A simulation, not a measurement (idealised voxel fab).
process module | voxel self aligned vias
cross-section cut | 175 nm wide | cells 5 nm
A cross-section is a grid of square cells, given in bands from the top down. A band is one or more rows of cells.
Each band's line starts with the height of the band's top and of its bottom, in nm. Then come its materials from left to right, each with its width in nm. One material with "throughout" fills the band from edge to edge. "air" is empty space.
Height 0 is the level under which the wafer as received is all one material. The lowest band goes on downwards, as in "0 down".
A width such as "30 to 40" changes by the same amount from each row of cells to the next, from the band's top row to its bottom row.
"no change" after a step means that no cell of the cross-section changed.
closed voids: empty space of 8 cells or more with no open way to the top, each as width x height at its distance from the left edge, in nm
after a step's settings: what the simulator itself notes on the step
overlay nm, on a step with a mask: how far to the right of its planned place the mask lay; to the left if negative
Each pair below shows a cross-section before one step and the cross-section after it, down to the lowest band that changed. The line under each pair gives the step between them, with its settings. The pairs can come from different runs of this module on the same starting wafer, so a pair continues from the pair above only where its "before" says so.
before
  0 down: Si throughout
  closed voids: none
after
  10 to 0: SiO2 throughout
  below 0: unchanged
  closed voids: none
the step between: op CONFORMAL_DEP | material SiO2 | thk nm 10
before: the cross-section after the pair above
after
  15 to 10: SiCN throughout
  below 10: unchanged
  closed voids: none
the step between: op CONFORMAL_DEP | material SiCN | thk nm 5
before: the cross-section after the pair above
after
  40 to 15: SiO2 throughout
  below 15: unchanged
  closed voids: none
the step between: op DIRECTIONAL_DEP | material SiO2 | thk nm 25
before: the cross-section after the pair above
after
  40 to 15: SiO2 45 | air 25 | SiO2 30 | air 25 | SiO2 50
  below 15: unchanged
  closed voids: none
the step between: op MASKED_ETCH | tone open | mask id LINES | width nm 25 | pitch nm 55 | etch materials SiO2 | depth nm 25 | overlay nm 0
before: the cross-section after the pair above
after
  45 to 40: TiN 50 | air 15 | TiN 40 | air 15 | TiN 55
  40 to 20: SiO2 45 | TiN 5 | air 15 | TiN 5 | SiO2 30 | TiN 5 | air 15 | TiN 5 | SiO2 50
  20 to 15: SiO2 45 | TiN 25 | SiO2 30 | TiN 25 | SiO2 50
  below 15: unchanged
  closed voids: none
the step between: op CONFORMAL_DEP | material TiN | thk nm 5
before: the cross-section after the pair above
after
  50 to 45: W throughout
  45 to 40: TiN 50 | W 15 | TiN 40 | W 15 | TiN 55
  40 to 20: SiO2 45 | TiN 5 | W 15 | TiN 5 | SiO2 30 | TiN 5 | W 15 | TiN 5 | SiO2 50
  below 20: unchanged
  closed voids: none
the step between: op FILL_DEP | material W | thk nm 5
before: the cross-section after the pair above
after
  40 to 20: SiO2 45 | TiN 5 | W 15 | TiN 5 | SiO2 30 | TiN 5 | W 15 | TiN 5 | SiO2 50
  below 20: unchanged
  closed voids: none
the step between: op CMP | height nm 40
before: the cross-section after the pair above
after
  40 to 35: SiO2 45 | air 25 | SiO2 30 | air 25 | SiO2 50
  below 35: unchanged
  closed voids: none
the step between: op SELECTIVE_ETCH | etch materials W Ru TiN | depth nm 5
before: the cross-section after the pair above
after
  45 to 40: SiN throughout
  40 to 35: SiO2 45 | SiN 25 | SiO2 30 | SiN 25 | SiO2 50
  below 35: unchanged
  closed voids: none
the step between: op FILL_DEP | material SiN | thk nm 5
before: the cross-section after the pair above
after
  40 to 35: SiO2 45 | SiN 25 | SiO2 30 | SiN 25 | SiO2 50
  below 35: unchanged
  closed voids: none
the step between: op CMP | height nm 40
before: the cross-section after the pair above
after
  55 to 40: SiO2 throughout
  below 40: unchanged
  closed voids: none
the step between: op DIRECTIONAL_DEP | material SiO2 | thk nm 15
before: the cross-section after the pair above
after
  65 to 55: aC throughout
  below 55: unchanged
  closed voids: none
the step between: op DIRECTIONAL_DEP | material aC | thk nm 10
before: the cross-section after the pair above
after
  90 to 65: resist 40 | air 35 | resist 20 | air 35 | resist 45
  below 65: unchanged
  closed voids: none
the step between: op PATTERN | tone open | mask id VIAS | material resist | width nm 35 | pitch nm 55 | thk nm 25 | overlay nm 0
before: the cross-section after the pair above
after
  80 to 65: resist 40 | air 35 | resist 20 | air 35 | resist 45
  65 to 55: aC 40 | air 35 | aC 20 | air 35 | aC 45
  below 55: unchanged
  closed voids: none
the step between: op DIRECTIONAL_ETCH | etch materials aC | depth nm 10
before: the cross-section after the pair above
after
  65 to 55: aC 40 | air 35 | aC 20 | air 35 | aC 45
  below 55: unchanged
  closed voids: none
the step between: op STRIP | etch materials resist
before: the cross-section after the pair above
after
  65 to 55: aC 40 | air 35 | aC 20 | air 35 | aC 45
  55 to 40: SiO2 40 | air 35 | SiO2 20 | air 35 | SiO2 45
  below 40: unchanged
  closed voids: none
the step between: op DIRECTIONAL_ETCH | etch materials SiO2 | depth nm 15
before: the cross-section after the pair above
after
  65 to 55: aC 40 | air 35 | aC 20 | air 35 | aC 45
  55 to 40: SiO2 40 | air 35 | SiO2 20 | air 35 | SiO2 45
  40 to 35: SiO2 45 | air 25 | SiO2 30 | air 25 | SiO2 50
  below 35: unchanged
  closed voids: none
the step between: op DIRECTIONAL_ETCH | etch materials SiN | depth nm 5
before: the cross-section after the pair above
after
  55 to 40: SiO2 40 | air 35 | SiO2 20 | air 35 | SiO2 45
  below 40: unchanged
  closed voids: none
the step between: op STRIP | etch materials aC
before: the cross-section after the pair above
after
  60 to 55: TiN 45 | air 25 | TiN 30 | air 25 | TiN 50
  55 to 45: SiO2 40 | TiN 5 | air 25 | TiN 5 | SiO2 20 | TiN 5 | air 25 | TiN 5 | SiO2 45
  45 to 40: SiO2 40 | TiN 10 | air 15 | TiN 10 | SiO2 20 | TiN 10 | air 15 | TiN 10 | SiO2 45
  40 to 35: SiO2 45 | TiN 25 | SiO2 30 | TiN 25 | SiO2 50
  below 35: unchanged
  closed voids: none
the step between: op CONFORMAL_DEP | material TiN | thk nm 5
before: the cross-section after the pair above
after
  65 to 60: Ru throughout
  60 to 55: TiN 45 | Ru 25 | TiN 30 | Ru 25 | TiN 50
  55 to 45: SiO2 40 | TiN 5 | Ru 25 | TiN 5 | SiO2 20 | TiN 5 | Ru 25 | TiN 5 | SiO2 45
  45 to 40: SiO2 40 | TiN 10 | Ru 15 | TiN 10 | SiO2 20 | TiN 10 | Ru 15 | TiN 10 | SiO2 45
  below 40: unchanged
  closed voids: none
the step between: op FILL_DEP | material Ru | thk nm 5
before: the cross-section after the pair above
after
  55 to 45: SiO2 40 | TiN 5 | Ru 25 | TiN 5 | SiO2 20 | TiN 5 | Ru 25 | TiN 5 | SiO2 45
  below 45: unchanged
  closed voids: none
the step between: op CMP | height nm 55
before: the cross-section after the pair above
after
  60 to 55: SiN throughout
  below 55: unchanged
  closed voids: none
the step between: op CONFORMAL_DEP | material SiN | thk nm 5
before
  0 down: Si throughout
  closed voids: none
after
  5 to 0: SiCN throughout
  below 0: unchanged
  closed voids: none
the step between: op CONFORMAL_DEP | material SiCN | thk nm 5
before: the cross-section after the pair above
after
  30 to 5: SiO2 throughout
  below 5: unchanged
  closed voids: none
the step between: op DIRECTIONAL_DEP | material SiO2 | thk nm 25
before: the cross-section after the pair above
after
  30 to 5: SiO2 45 | air 25 | SiO2 30 | air 25 | SiO2 50
  below 5: unchanged
  closed voids: none
the step between: op MASKED_ETCH | tone open | mask id LINES | width nm 25 | pitch nm 55 | etch materials SiO2 | depth nm 25 | overlay nm 0
before: the cross-section after the pair above
after
  35 to 30: TiN 50 | air 15 | TiN 40 | air 15 | TiN 55
  30 to 10: SiO2 45 | TiN 5 | air 15 | TiN 5 | SiO2 30 | TiN 5 | air 15 | TiN 5 | SiO2 50
  10 to 5: SiO2 45 | TiN 25 | SiO2 30 | TiN 25 | SiO2 50
  below 5: unchanged
  closed voids: none
the step between: op CONFORMAL_DEP | material TiN | thk nm 5
before: the cross-section after the pair above
after
  40 to 35: W throughout
  35 to 30: TiN 50 | W 15 | TiN 40 | W 15 | TiN 55
  30 to 10: SiO2 45 | TiN 5 | W 15 | TiN 5 | SiO2 30 | TiN 5 | W 15 | TiN 5 | SiO2 50
  below 10: unchanged
  closed voids: none
the step between: op FILL_DEP | material W | thk nm 5
before: the cross-section after the pair above
after
  35 to 30: TiN 50 | W 15 | TiN 40 | W 15 | TiN 55
  below 30: unchanged
  closed voids: none
the step between: op SELECTIVE_ETCH | etch materials W Ru TiN | depth nm 5
before: the cross-section after the pair above
after
  40 to 35: SiN throughout
  below 35: unchanged
  closed voids: none
the step between: op FILL_DEP | material SiN | thk nm 5
before: the cross-section after the pair above
after
  55 to 40: SiO2 throughout
  below 40: unchanged
  closed voids: none
the step between: op DIRECTIONAL_DEP | material SiO2 | thk nm 15
before: the cross-section after the pair above
after
  65 to 55: aC throughout
  below 55: unchanged
  closed voids: none
the step between: op DIRECTIONAL_DEP | material aC | thk nm 10
before: the cross-section after the pair above
after
  90 to 65: resist 40 | air 35 | resist 20 | air 35 | resist 45
  below 65: unchanged
  closed voids: none
the step between: op PATTERN | tone open | mask id VIAS | material resist | width nm 35 | pitch nm 55 | thk nm 25 | overlay nm 0
before: the cross-section after the pair above
after
  80 to 65: resist 40 | air 35 | resist 20 | air 35 | resist 45
  65 to 55: aC 40 | air 35 | aC 20 | air 35 | aC 45
  below 55: unchanged
  closed voids: none
the step between: op DIRECTIONAL_ETCH | etch materials aC | depth nm 10
before: the cross-section after the pair above
after
  65 to 55: aC 40 | air 35 | aC 20 | air 35 | aC 45
  below 55: unchanged
  closed voids: none
the step between: op STRIP | etch materials resist
before: the cross-section after the pair above
after
  65 to 55: aC 40 | air 35 | aC 20 | air 35 | aC 45
  55 to 40: SiO2 40 | air 35 | SiO2 20 | air 35 | SiO2 45
  below 40: unchanged
  closed voids: none
the step between: op DIRECTIONAL_ETCH | etch materials SiO2 | depth nm 15
before: the cross-section after the pair above
after
  65 to 55: aC 40 | air 35 | aC 20 | air 35 | aC 45
  55 to 40: SiO2 40 | air 35 | SiO2 20 | air 35 | SiO2 45
  40 to 35: SiN 40 | air 35 | SiN 20 | air 35 | SiN 45
  below 35: unchanged
  closed voids: none
the step between: op DIRECTIONAL_ETCH | etch materials SiN | depth nm 5
before: the cross-section after the pair above
after
  55 to 40: SiO2 40 | air 35 | SiO2 20 | air 35 | SiO2 45
  below 40: unchanged
  closed voids: none
the step between: op STRIP | etch materials aC
before: the cross-section after the pair above
after
  60 to 55: TiN 45 | air 25 | TiN 30 | air 25 | TiN 50
  55 to 40: SiO2 40 | TiN 5 | air 25 | TiN 5 | SiO2 20 | TiN 5 | air 25 | TiN 5 | SiO2 45
  40 to 35: SiN 40 | TiN 35 | SiN 20 | TiN 35 | SiN 45
  below 35: unchanged
  closed voids: none
the step between: op CONFORMAL_DEP | material TiN | thk nm 5
before: the cross-section after the pair above
after
  65 to 60: Ru throughout
  60 to 55: TiN 45 | Ru 25 | TiN 30 | Ru 25 | TiN 50
  55 to 40: SiO2 40 | TiN 5 | Ru 25 | TiN 5 | SiO2 20 | TiN 5 | Ru 25 | TiN 5 | SiO2 45
  below 40: unchanged
  closed voids: none
the step between: op FILL_DEP | material Ru | thk nm 5
before: the cross-section after the pair above
after
  55 to 40: SiO2 40 | TiN 5 | Ru 25 | TiN 5 | SiO2 20 | TiN 5 | Ru 25 | TiN 5 | SiO2 45
  below 40: unchanged
  closed voids: none
the step between: op CMP | height nm 55
before: the cross-section after the pair above
after
  60 to 55: SiN throughout
  below 55: unchanged
  closed voids: none
the step between: op CONFORMAL_DEP | material SiN | thk nm 5
before
  65 to 55: aC 40 | air 35 | aC 20 | air 35 | aC 45
  55 to 40: SiO2 40 | air 35 | SiO2 20 | air 35 | SiO2 45
  40 to 35: SiO2 45 | SiN 25 | SiO2 30 | SiN 25 | SiO2 50
  35 to 20: SiO2 45 | TiN 5 | W 15 | TiN 5 | SiO2 30 | TiN 5 | W 15 | TiN 5 | SiO2 50
  20 to 15: SiO2 45 | TiN 25 | SiO2 30 | TiN 25 | SiO2 50
  15 to 10: SiCN throughout
  10 to 0: SiO2 throughout
  0 down: Si throughout
  closed voids: none
after
  65 to 55: aC 40 | air 35 | aC 20 | air 35 | aC 45
  55 to 40: SiO2 40 | air 35 | SiO2 20 | air 35 | SiO2 45
  40 to 35: SiO2 40 | air 5 | SiN 25 | air 5 | SiO2 20 | air 5 | SiN 25 | air 5 | SiO2 45
  35 to 25: SiO2 40 | air 5 | TiN 5 | W 15 | TiN 5 | air 5 | SiO2 20 | air 5 | TiN 5 | W 15 | TiN 5 | air 5 | SiO2 45
  below 25: unchanged
  closed voids: none
the step between: op DIRECTIONAL_ETCH | etch materials SiO2 | depth nm 15
before: the cross-section after the pair above
after
  65 to 55: aC 40 | air 35 | aC 20 | air 35 | aC 45
  55 to 35: SiO2 40 | air 35 | SiO2 20 | air 35 | SiO2 45
  below 35: unchanged
  closed voids: none
the step between: op DIRECTIONAL_ETCH | etch materials SiN | depth nm 5
before: the cross-section after the pair above
after
  55 to 35: SiO2 40 | air 35 | SiO2 20 | air 35 | SiO2 45
  below 35: unchanged
  closed voids: none
the step between: op STRIP | etch materials aC
before: the cross-section after the pair above
after
  60 to 55: TiN 45 | air 25 | TiN 30 | air 25 | TiN 50
  55 to 40: SiO2 40 | TiN 5 | air 25 | TiN 5 | SiO2 20 | TiN 5 | air 25 | TiN 5 | SiO2 45
  40 to 35: SiO2 40 | TiN 35 | SiO2 20 | TiN 35 | SiO2 45
  35 to 25: SiO2 40 | TiN 10 | W 15 | TiN 10 | SiO2 20 | TiN 10 | W 15 | TiN 10 | SiO2 45
  below 25: unchanged
  closed voids: none
the step between: op CONFORMAL_DEP | material TiN | thk nm 5
before: the cross-section after the pair above
after
  65 to 60: Ru throughout
  60 to 55: TiN 45 | Ru 25 | TiN 30 | Ru 25 | TiN 50
  55 to 40: SiO2 40 | TiN 5 | Ru 25 | TiN 5 | SiO2 20 | TiN 5 | Ru 25 | TiN 5 | SiO2 45
  below 40: unchanged
  closed voids: none
the step between: op FILL_DEP | material Ru | thk nm 5
before: the cross-section after the pair above
after
  55 to 40: SiO2 40 | TiN 5 | Ru 25 | TiN 5 | SiO2 20 | TiN 5 | Ru 25 | TiN 5 | SiO2 45
  below 40: unchanged
  closed voids: none
the step between: op CMP | height nm 55
before: the cross-section after the pair above
after
  60 to 55: SiN throughout
  below 55: unchanged
  closed voids: none
the step between: op CONFORMAL_DEP | material SiN | thk nm 5
before
  5 to 0: SiCN throughout
  0 down: Si throughout
  closed voids: none
after
  15 to 5: SiO2 throughout
  below 5: unchanged
  closed voids: none
the step between: op CONFORMAL_DEP | material SiO2 | thk nm 10
before: the cross-section after the pair above
after
  40 to 5: SiO2 throughout
  below 5: unchanged
  closed voids: none
the step between: op DIRECTIONAL_DEP | material SiO2 | thk nm 25
before: the cross-section after the pair above
after
  40 to 15: SiO2 45 | air 25 | SiO2 30 | air 25 | SiO2 50
  below 15: unchanged
  closed voids: none
the step between: op MASKED_ETCH | tone open | mask id LINES | width nm 25 | pitch nm 55 | etch materials SiO2 | depth nm 25 | overlay nm 0
before: the cross-section after the pair above
after
  45 to 40: TiN 50 | air 15 | TiN 40 | air 15 | TiN 55
  40 to 20: SiO2 45 | TiN 5 | air 15 | TiN 5 | SiO2 30 | TiN 5 | air 15 | TiN 5 | SiO2 50
  20 to 15: SiO2 45 | TiN 25 | SiO2 30 | TiN 25 | SiO2 50
  below 15: unchanged
  closed voids: none
the step between: op CONFORMAL_DEP | material TiN | thk nm 5
before: the cross-section after the pair above
after
  50 to 45: W throughout
  45 to 40: TiN 50 | W 15 | TiN 40 | W 15 | TiN 55
  40 to 20: SiO2 45 | TiN 5 | W 15 | TiN 5 | SiO2 30 | TiN 5 | W 15 | TiN 5 | SiO2 50
  below 20: unchanged
  closed voids: none
the step between: op FILL_DEP | material W | thk nm 5
before: the cross-section after the pair above
after
  40 to 20: SiO2 45 | TiN 5 | W 15 | TiN 5 | SiO2 30 | TiN 5 | W 15 | TiN 5 | SiO2 50
  below 20: unchanged
  closed voids: none
the step between: op CMP | height nm 40
before: the cross-section after the pair above
after
  40 to 35: SiO2 45 | air 25 | SiO2 30 | air 25 | SiO2 50
  below 35: unchanged
  closed voids: none
the step between: op SELECTIVE_ETCH | etch materials W Ru TiN | depth nm 5
before: the cross-section after the pair above
after
  45 to 40: SiN throughout
  40 to 35: SiO2 45 | SiN 25 | SiO2 30 | SiN 25 | SiO2 50
  below 35: unchanged
  closed voids: none
the step between: op FILL_DEP | material SiN | thk nm 5
before: the cross-section after the pair above
after
  40 to 35: SiO2 45 | SiN 25 | SiO2 30 | SiN 25 | SiO2 50
  below 35: unchanged
  closed voids: none
the step between: op CMP | height nm 40
before: the cross-section after the pair above
after
  55 to 40: SiO2 throughout
  below 40: unchanged
  closed voids: none
the step between: op DIRECTIONAL_DEP | material SiO2 | thk nm 15
before: the cross-section after the pair above
after
  65 to 55: aC throughout
  below 55: unchanged
  closed voids: none
the step between: op DIRECTIONAL_DEP | material aC | thk nm 10
before: the cross-section after the pair above
after
  90 to 65: resist 40 | air 35 | resist 20 | air 35 | resist 45
  below 65: unchanged
  closed voids: none
the step between: op PATTERN | tone open | mask id VIAS | material resist | width nm 35 | pitch nm 55 | thk nm 25 | overlay nm 0
before: the cross-section after the pair above
after
  80 to 65: resist 40 | air 35 | resist 20 | air 35 | resist 45
  65 to 55: aC 40 | air 35 | aC 20 | air 35 | aC 45
  below 55: unchanged
  closed voids: none
the step between: op DIRECTIONAL_ETCH | etch materials aC | depth nm 10
before: the cross-section after the pair above
after
  65 to 55: aC 40 | air 35 | aC 20 | air 35 | aC 45
  below 55: unchanged
  closed voids: none
the step between: op STRIP | etch materials resist
before: the cross-section after the pair above
after
  65 to 55: aC 40 | air 35 | aC 20 | air 35 | aC 45
  55 to 40: SiO2 40 | air 35 | SiO2 20 | air 35 | SiO2 45
  below 40: unchanged
  closed voids: none
the step between: op DIRECTIONAL_ETCH | etch materials SiO2 | depth nm 15
before: the cross-section after the pair above
after
  65 to 55: aC 40 | air 35 | aC 20 | air 35 | aC 45
  55 to 40: SiO2 40 | air 35 | SiO2 20 | air 35 | SiO2 45
  40 to 35: SiO2 45 | air 25 | SiO2 30 | air 25 | SiO2 50
  below 35: unchanged
  closed voids: none
the step between: op DIRECTIONAL_ETCH | etch materials SiN | depth nm 5
before: the cross-section after the pair above
after
  55 to 40: SiO2 40 | air 35 | SiO2 20 | air 35 | SiO2 45
  below 40: unchanged
  closed voids: none
the step between: op STRIP | etch materials aC
before: the cross-section after the pair above
after
  60 to 55: TiN 45 | air 25 | TiN 30 | air 25 | TiN 50
  55 to 45: SiO2 40 | TiN 5 | air 25 | TiN 5 | SiO2 20 | TiN 5 | air 25 | TiN 5 | SiO2 45
  45 to 40: SiO2 40 | TiN 10 | air 15 | TiN 10 | SiO2 20 | TiN 10 | air 15 | TiN 10 | SiO2 45
  40 to 35: SiO2 45 | TiN 25 | SiO2 30 | TiN 25 | SiO2 50
  below 35: unchanged
  closed voids: none
the step between: op CONFORMAL_DEP | material TiN | thk nm 5
before: the cross-section after the pair above
after
  65 to 60: Ru throughout
  60 to 55: TiN 45 | Ru 25 | TiN 30 | Ru 25 | TiN 50
  55 to 45: SiO2 40 | TiN 5 | Ru 25 | TiN 5 | SiO2 20 | TiN 5 | Ru 25 | TiN 5 | SiO2 45
  45 to 40: SiO2 40 | TiN 10 | Ru 15 | TiN 10 | SiO2 20 | TiN 10 | Ru 15 | TiN 10 | SiO2 45
  below 40: unchanged
  closed voids: none
the step between: op FILL_DEP | material Ru | thk nm 5
before: the cross-section after the pair above
after
  55 to 45: SiO2 40 | TiN 5 | Ru 25 | TiN 5 | SiO2 20 | TiN 5 | Ru 25 | TiN 5 | SiO2 45
  below 45: unchanged
  closed voids: none
the step between: op CMP | height nm 55
before: the cross-section after the pair above
after
  60 to 55: SiN throughout
  below 55: unchanged
  closed voids: none
the step between: op CONFORMAL_DEP | material SiN | thk nm 5
before
  65 to 60: Ru throughout
  60 to 55: TiN 45 | Ru 25 | TiN 30 | Ru 25 | TiN 50
  55 to 45: SiO2 40 | TiN 5 | Ru 25 | TiN 5 | SiO2 20 | TiN 5 | Ru 25 | TiN 5 | SiO2 45
  45 to 40: SiO2 40 | TiN 10 | Ru 15 | TiN 10 | SiO2 20 | TiN 10 | Ru 15 | TiN 10 | SiO2 45
  40 to 35: SiO2 45 | TiN 25 | SiO2 30 | TiN 25 | SiO2 50
  35 to 20: SiO2 45 | TiN 5 | W 15 | TiN 5 | SiO2 30 | TiN 5 | W 15 | TiN 5 | SiO2 50
  20 to 15: SiO2 45 | TiN 25 | SiO2 30 | TiN 25 | SiO2 50
  15 to 10: SiCN throughout
  10 to 0: SiO2 throughout
  0 down: Si throughout
  closed voids: none
after
  50 to 40: SiO2 40 | TiN 5 to 10 | Ru 25 to 15 | TiN 5 to 10 | SiO2 20 | TiN 5 to 10 | Ru 25 to 15 | TiN 5 to 10 | SiO2 45
  below 40: unchanged
  closed voids: none
the step between: op CMP | height nm 50
before: the cross-section after the pair above
after
  55 to 50: SiN throughout
  below 50: unchanged
  closed voids: none
the step between: op CONFORMAL_DEP | material SiN | thk nm 5
before
  40 to 15: SiO2 throughout
  15 to 10: SiCN throughout
  10 to 0: SiO2 throughout
  0 down: Si throughout
  closed voids: none
after
  40 to 15: SiO2 50 | air 15 | SiO2 40 | air 15 | SiO2 55
  below 15: unchanged
  closed voids: none
the step between: op MASKED_ETCH | tone open | mask id LINES | width nm 15 | pitch nm 55 | etch materials SiO2 | depth nm 25 | overlay nm 0
before: the cross-section after the pair above
after
  45 to 40: TiN 55 | air 5 | TiN 50 | air 5 | TiN 60
  40 to 20: SiO2 50 | TiN 5 | air 5 | TiN 5 | SiO2 40 | TiN 5 | air 5 | TiN 5 | SiO2 55
  20 to 15: SiO2 50 | TiN 15 | SiO2 40 | TiN 15 | SiO2 55
  below 15: unchanged
  closed voids: none
the step between: op CONFORMAL_DEP | material TiN | thk nm 5
before: the cross-section after the pair above
after
  50 to 45: W throughout
  45 to 40: TiN 55 | W 5 | TiN 50 | W 5 | TiN 60
  40 to 20: SiO2 50 | TiN 5 | W 5 | TiN 5 | SiO2 40 | TiN 5 | W 5 | TiN 5 | SiO2 55
  below 20: unchanged
  closed voids: none
the step between: op FILL_DEP | material W | thk nm 5
before: the cross-section after the pair above
after
  40 to 20: SiO2 50 | TiN 5 | W 5 | TiN 5 | SiO2 40 | TiN 5 | W 5 | TiN 5 | SiO2 55
  below 20: unchanged
  closed voids: none
the step between: op CMP | height nm 40
before: the cross-section after the pair above
after
  40 to 35: SiO2 50 | air 15 | SiO2 40 | air 15 | SiO2 55
  below 35: unchanged
  closed voids: none
the step between: op SELECTIVE_ETCH | etch materials W Ru TiN | depth nm 5
before: the cross-section after the pair above
after
  45 to 40: SiN throughout
  40 to 35: SiO2 50 | SiN 15 | SiO2 40 | SiN 15 | SiO2 55
  below 35: unchanged
  closed voids: none
the step between: op FILL_DEP | material SiN | thk nm 5
before: the cross-section after the pair above
after
  40 to 35: SiO2 50 | SiN 15 | SiO2 40 | SiN 15 | SiO2 55
  below 35: unchanged
  closed voids: none
the step between: op CMP | height nm 40
before: the cross-section after the pair above
after
  55 to 40: SiO2 throughout
  below 40: unchanged
  closed voids: none
the step between: op DIRECTIONAL_DEP | material SiO2 | thk nm 15
before: the cross-section after the pair above
after
  65 to 55: aC throughout
  below 55: unchanged
  closed voids: none
the step between: op DIRECTIONAL_DEP | material aC | thk nm 10
before: the cross-section after the pair above
after
  90 to 65: resist 40 | air 35 | resist 20 | air 35 | resist 45
  below 65: unchanged
  closed voids: none
the step between: op PATTERN | tone open | mask id VIAS | material resist | width nm 35 | pitch nm 55 | thk nm 25 | overlay nm 0
before: the cross-section after the pair above
after
  80 to 65: resist 40 | air 35 | resist 20 | air 35 | resist 45
  65 to 55: aC 40 | air 35 | aC 20 | air 35 | aC 45
  below 55: unchanged
  closed voids: none
the step between: op DIRECTIONAL_ETCH | etch materials aC | depth nm 10
before: the cross-section after the pair above
after
  65 to 55: aC 40 | air 35 | aC 20 | air 35 | aC 45
  below 55: unchanged
  closed voids: none
the step between: op STRIP | etch materials resist
before: the cross-section after the pair above
after
  65 to 55: aC 40 | air 35 | aC 20 | air 35 | aC 45
  55 to 40: SiO2 40 | air 35 | SiO2 20 | air 35 | SiO2 45
  below 40: unchanged
  closed voids: none
the step between: op DIRECTIONAL_ETCH | etch materials SiO2 | depth nm 15
before: the cross-section after the pair above
after
  65 to 55: aC 40 | air 35 | aC 20 | air 35 | aC 45
  55 to 40: SiO2 40 | air 35 | SiO2 20 | air 35 | SiO2 45
  40 to 35: SiO2 50 | air 15 | SiO2 40 | air 15 | SiO2 55
  below 35: unchanged
  closed voids: none
the step between: op DIRECTIONAL_ETCH | etch materials SiN | depth nm 5
before: the cross-section after the pair above
after
  55 to 40: SiO2 40 | air 35 | SiO2 20 | air 35 | SiO2 45
  below 40: unchanged
  closed voids: none
the step between: op STRIP | etch materials aC
before: the cross-section after the pair above
after
  60 to 55: TiN 45 | air 25 | TiN 30 | air 25 | TiN 50
  55 to 45: SiO2 40 | TiN 5 | air 25 | TiN 5 | SiO2 20 | TiN 5 | air 25 | TiN 5 | SiO2 45
  45 to 40: SiO2 40 | TiN 15 | air 5 | TiN 15 | SiO2 20 | TiN 15 | air 5 | TiN 15 | SiO2 45
  40 to 35: SiO2 50 | TiN 15 | SiO2 40 | TiN 15 | SiO2 55
  below 35: unchanged
  closed voids: none
the step between: op CONFORMAL_DEP | material TiN | thk nm 5
before: the cross-section after the pair above
after
  65 to 60: Ru throughout
  60 to 55: TiN 45 | Ru 25 | TiN 30 | Ru 25 | TiN 50
  55 to 45: SiO2 40 | TiN 5 | Ru 25 | TiN 5 | SiO2 20 | TiN 5 | Ru 25 | TiN 5 | SiO2 45
  45 to 40: SiO2 40 | TiN 15 | Ru 5 | TiN 15 | SiO2 20 | TiN 15 | Ru 5 | TiN 15 | SiO2 45
  below 40: unchanged
  closed voids: none
the step between: op FILL_DEP | material Ru | thk nm 5
before: the cross-section after the pair above
after
  55 to 45: SiO2 40 | TiN 5 | Ru 25 | TiN 5 | SiO2 20 | TiN 5 | Ru 25 | TiN 5 | SiO2 45
  below 45: unchanged
  closed voids: none
the step between: op CMP | height nm 55
before: the cross-section after the pair above
after
  60 to 55: SiN throughout
  below 55: unchanged
  closed voids: none
the step between: op CONFORMAL_DEP | material SiN | thk nm 5
before
  65 to 55: aC throughout
  55 to 40: SiO2 throughout
  40 to 35: SiO2 45 | SiN 25 | SiO2 30 | SiN 25 | SiO2 50
  35 to 20: SiO2 45 | TiN 5 | W 15 | TiN 5 | SiO2 30 | TiN 5 | W 15 | TiN 5 | SiO2 50
  20 to 15: SiO2 45 | TiN 25 | SiO2 30 | TiN 25 | SiO2 50
  15 to 10: SiCN throughout
  10 to 0: SiO2 throughout
  0 down: Si throughout
  closed voids: none
after
  90 to 65: resist 50 | air 35 | resist 20 | air 35 | resist 35
  below 65: unchanged
  closed voids: none
the step between: op PATTERN | tone open | mask id VIAS | material resist | width nm 35 | pitch nm 55 | thk nm 25 | overlay nm 10
before: the cross-section after the pair above
after
  80 to 65: resist 50 | air 35 | resist 20 | air 35 | resist 35
  65 to 55: aC 50 | air 35 | aC 20 | air 35 | aC 35
  below 55: unchanged
  closed voids: none
the step between: op DIRECTIONAL_ETCH | etch materials aC | depth nm 10
before: the cross-section after the pair above
after
  65 to 55: aC 50 | air 35 | aC 20 | air 35 | aC 35
  below 55: unchanged
  closed voids: none
the step between: op STRIP | etch materials resist
before: the cross-section after the pair above
after
  65 to 55: aC 50 | air 35 | aC 20 | air 35 | aC 35
  55 to 40: SiO2 50 | air 35 | SiO2 20 | air 35 | SiO2 35
  below 40: unchanged
  closed voids: none
the step between: op DIRECTIONAL_ETCH | etch materials SiO2 | depth nm 15
before: the cross-section after the pair above
after
  65 to 55: aC 50 | air 35 | aC 20 | air 35 | aC 35
  55 to 40: SiO2 50 | air 35 | SiO2 20 | air 35 | SiO2 35
  40 to 35: SiO2 45 | SiN 5 | air 20 | SiO2 30 | SiN 5 | air 20 | SiO2 50
  below 35: unchanged
  closed voids: none
the step between: op DIRECTIONAL_ETCH | etch materials SiN | depth nm 5
before: the cross-section after the pair above
after
  55 to 40: SiO2 50 | air 35 | SiO2 20 | air 35 | SiO2 35
  below 40: unchanged
  closed voids: none
the step between: op STRIP | etch materials aC
before: the cross-section after the pair above
after
  60 to 55: TiN 55 | air 25 | TiN 30 | air 25 | TiN 40
  55 to 45: SiO2 50 | TiN 5 | air 25 | TiN 5 | SiO2 20 | TiN 5 | air 25 | TiN 5 | SiO2 35
  45 to 40: SiO2 50 | TiN 5 | air 10 | TiN 20 | SiO2 20 | TiN 5 | air 10 | TiN 20 | SiO2 35
  40 to 35: SiO2 45 | SiN 5 | TiN 20 | SiO2 30 | SiN 5 | TiN 20 | SiO2 50
  below 35: unchanged
  closed voids: none
the step between: op CONFORMAL_DEP | material TiN | thk nm 5
before: the cross-section after the pair above
after
  65 to 60: Ru throughout
  60 to 55: TiN 55 | Ru 25 | TiN 30 | Ru 25 | TiN 40
  55 to 45: SiO2 50 | TiN 5 | Ru 25 | TiN 5 | SiO2 20 | TiN 5 | Ru 25 | TiN 5 | SiO2 35
  45 to 40: SiO2 50 | TiN 5 | Ru 10 | TiN 20 | SiO2 20 | TiN 5 | Ru 10 | TiN 20 | SiO2 35
  below 40: unchanged
  closed voids: none
the step between: op FILL_DEP | material Ru | thk nm 5
before: the cross-section after the pair above
after
  55 to 45: SiO2 50 | TiN 5 | Ru 25 | TiN 5 | SiO2 20 | TiN 5 | Ru 25 | TiN 5 | SiO2 35
  below 45: unchanged
  closed voids: none
the step between: op CMP | height nm 55
before: the cross-section after the pair above
after
  60 to 55: SiN throughout
  below 55: unchanged
  closed voids: none
the step between: op CONFORMAL_DEP | material SiN | thk nm 5
before
  0 down: Si throughout
  closed voids: none
after
  10 to 0: TiN throughout
  below 0: unchanged
  closed voids: none
the step between: op CONFORMAL_DEP | material TiN | thk nm 10
before: the cross-section after the pair above
after
  15 to 10: SiCN throughout
  below 10: unchanged
  closed voids: none
the step between: op CONFORMAL_DEP | material SiCN | thk nm 5
before: the cross-section after the pair above
after
  40 to 15: SiO2 throughout
  below 15: unchanged
  closed voids: none
the step between: op DIRECTIONAL_DEP | material SiO2 | thk nm 25
